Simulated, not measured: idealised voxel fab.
process module | voxel lift off
cross-section cut | 275 nm wide | cells 5 nm
A cross-section is a grid of square cells, given in bands from the top down. A band is one or more rows of cells.
Each band's line starts with the height of the band's top and of its bottom, in nm. Then come its materials from left to right, each with its width in nm. One material with "throughout" fills the band from edge to edge. "air" is empty space.
Height 0 is the level under which the wafer as received is all one material. The lowest band goes on downwards, as in "0 down".
A width such as "30 to 40" changes by the same amount from each row of cells to the next, from the band's top row to its bottom row.
"no change" after a step means that no cell of the cross-section changed.
closed voids: empty space of 8 cells or more with no open way to the top, each as width x height at its distance from the left edge, in nm
after a step's settings: what the simulator itself notes on the step
overlay nm, on a step with a mask: how far to the right of its planned place the mask lay; to the left if negative
plan
1 op RECEIVE | material Si
2 op CONFORMAL_DEP | material Al2O3 | thk nm 5
3 op PATTERN | tone open | mask id LINES | material resist | width nm 25 | pitch nm 45 | thk nm 25 | overlay nm 0
4 op DIRECTIONAL_DEP | material Ru | thk nm 10
5 op STRIP | etch materials resist
6 op CONFORMAL_DEP | material SiCN | thk nm 10
first wafer, as planned
as received, after step 1
  0 down: Si throughout
  closed voids: none
after step 2
  5 to 0: Al2O3 throughout
  below 0: unchanged
after step 3
  30 to 5: resist 80 | air 25 | resist 20 | air 25 | resist 20 | air 25 | resist 80
  below 5: unchanged
after step 4
  40 to 30: Ru 80 | air 25 | Ru 20 | air 25 | Ru 20 | air 25 | Ru 80
  30 to 15: resist 80 | air 25 | resist 20 | air 25 | resist 20 | air 25 | resist 80
  15 to 5: resist 80 | Ru 25 | resist 20 | Ru 25 | resist 20 | Ru 25 | resist 80
  below 5: unchanged
after step 5
  15 to 5: air 80 | Ru 25 | air 20 | Ru 25 | air 20 | Ru 25 | air 80
  below 5: unchanged
after step 6
  25 to 15: air 70 | SiCN 135 | air 70
  15 to 5: SiCN 80 | Ru 25 | SiCN 20 | Ru 25 | SiCN 20 | Ru 25 | SiCN 80
  below 5: unchanged
second wafer: like start, like plan, one mistake. Through step 2 it matches the first wafer
when step 3 should have ended
  30 to 5: air 80 | resist 25 | air 20 | resist 25 | air 20 | resist 25 | air 80
  below 5: unchanged
when step 4 should have ended
  40 to 30: air 80 | Ru 25 | air 20 | Ru 25 | air 20 | Ru 25 | air 80
  30 to 15: air 80 | resist 25 | air 20 | resist 25 | air 20 | resist 25 | air 80
  15 to 5: Ru 80 | resist 25 | Ru 20 | resist 25 | Ru 20 | resist 25 | Ru 80
  below 5: unchanged
when step 5 should have ended
  15 to 5: Ru 80 | air 25 | Ru 20 | air 25 | Ru 20 | air 25 | Ru 80
  below 5: unchanged
when step 6 should have ended
  25 to 15: SiCN 90 | air 5 | SiCN 40 | air 5 | SiCN 40 | air 5 | SiCN 90
  15 to 5: Ru 80 | SiCN 25 | Ru 20 | SiCN 25 | Ru 20 | SiCN 25 | Ru 80
  below 5: unchanged
what went wrong: step 3 ran as: op PATTERN | tone cover | mask id LINES | material resist | width nm 25 | pitch nm 45 | thk nm 25 | overlay nm 0
at the end the second wafer has, in cells: 50 more of Ru
